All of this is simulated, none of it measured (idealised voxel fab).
The following process module bears the name voxel air gaps.
The cross-section on display is named cut; it measures 250 nm wide, and its cells are 5 nm squares.
In what follows, cross-sections appear as grids of square cells, described through bands that run from the top down, where every band is one or more rows of cells. It is stipulated that each band's entry specify, in nanometres, the height of the top of the band and then that of its bottom, followed by the materials of the band in left-to-right sequence, each together with its width in nanometres. A single material marked by the word "all across" is understood to fill the band from edge to edge; the word "empty" is understood to denote empty space. Measure heights from 0. That's the level where, below it, the as-received wafer is all one material. The lowest band is bottomless and extends downward; write it as in "0 down". Top row gets the first number, bottom row gets the second, and each row in between changes by the same step: that is how a band width like "30->40" works. Reading "identical to before" for a step: not a cell of the cross-section changed in it. Enclosed voids (no open way to top), threshold 8 cells or more, entry "Closed void table", notation width x height at distance, distance from left edge, nm. Anything after a step's settings on that line? It's the simulator's own note about the step. The "overlay nm" setting may appear on a step's line; for a step that uses a mask, it gives how far to the right of its planned position the mask lay, and a negative value indicates the left.

The planned process steps are enumerated hereunder:
step 1: RECEIVE [material Si]
step 2: CONFORMAL_DEP [material SiO2] [thk nm 10]
step 3: CONFORMAL_DEP [material SiN] [thk nm 5]
step 4: DIRECTIONAL_DEP [material SiO2] [thk nm 35]
step 5: DIRECTIONAL_DEP [material aC] [thk nm 10]
step 6: PATTERN [tone open] [mask id LINES] [material resist] [width nm 15] [pitch nm 45] [thk nm 25] [overlay nm 0]
step 7: DIRECTIONAL_ETCH [etch materials aC] [depth nm 10]
step 8: STRIP [etch materials resist]
step 9: DIRECTIONAL_ETCH [etch materials SiO2] [depth nm 35]
step 10: STRIP [etch materials aC]
step 11: CONFORMAL_DEP [material TiN] [thk nm 5]
step 12: FILL_DEP [material W] [thk nm 5]
step 13: CMP [height nm 50]
step 14: EPI [material Ru] [thk nm 10]
step 15: SELECTIVE_ETCH [etch materials SiO2] [depth nm 45]
step 16: CONFORMAL_DEP [material SiN] [thk nm 5]

So this is the incoming wafer in cross-section - it's already been through step 1:
* 0 down = Si all across
* Closed void table: none

Final wafer profile in cross-section after the module, from the same start and plan as above, with one mistake made during processing:
* 65 to 60 = SiN all across
* 60 to 50 = Ru all across
* 50 to 45 = TiN 75 nm, W 5 nm, TiN 40 nm, W 5 nm, TiN 40 nm, W 5 nm, TiN 80 nm
* 45 to 15 = SiO2 70 nm, TiN 5 nm, W 5 nm, TiN 5 nm, SiO2 30 nm, TiN 5 nm, W 5 nm, TiN 5 nm, SiO2 30 nm, TiN 5 nm, W 5 nm, TiN 5 nm, SiO2 75 nm
* 15 to 10 = SiO2 70 nm, TiN 15 nm, SiO2 30 nm, TiN 15 nm, SiO2 30 nm, TiN 15 nm, SiO2 75 nm
* 10 to 0 = SiO2 all across
* 0 down = Si all across
* Closed void table: none
In executing the process, a mistake was made relative to the plan: skipped: plan step 3 (never run)
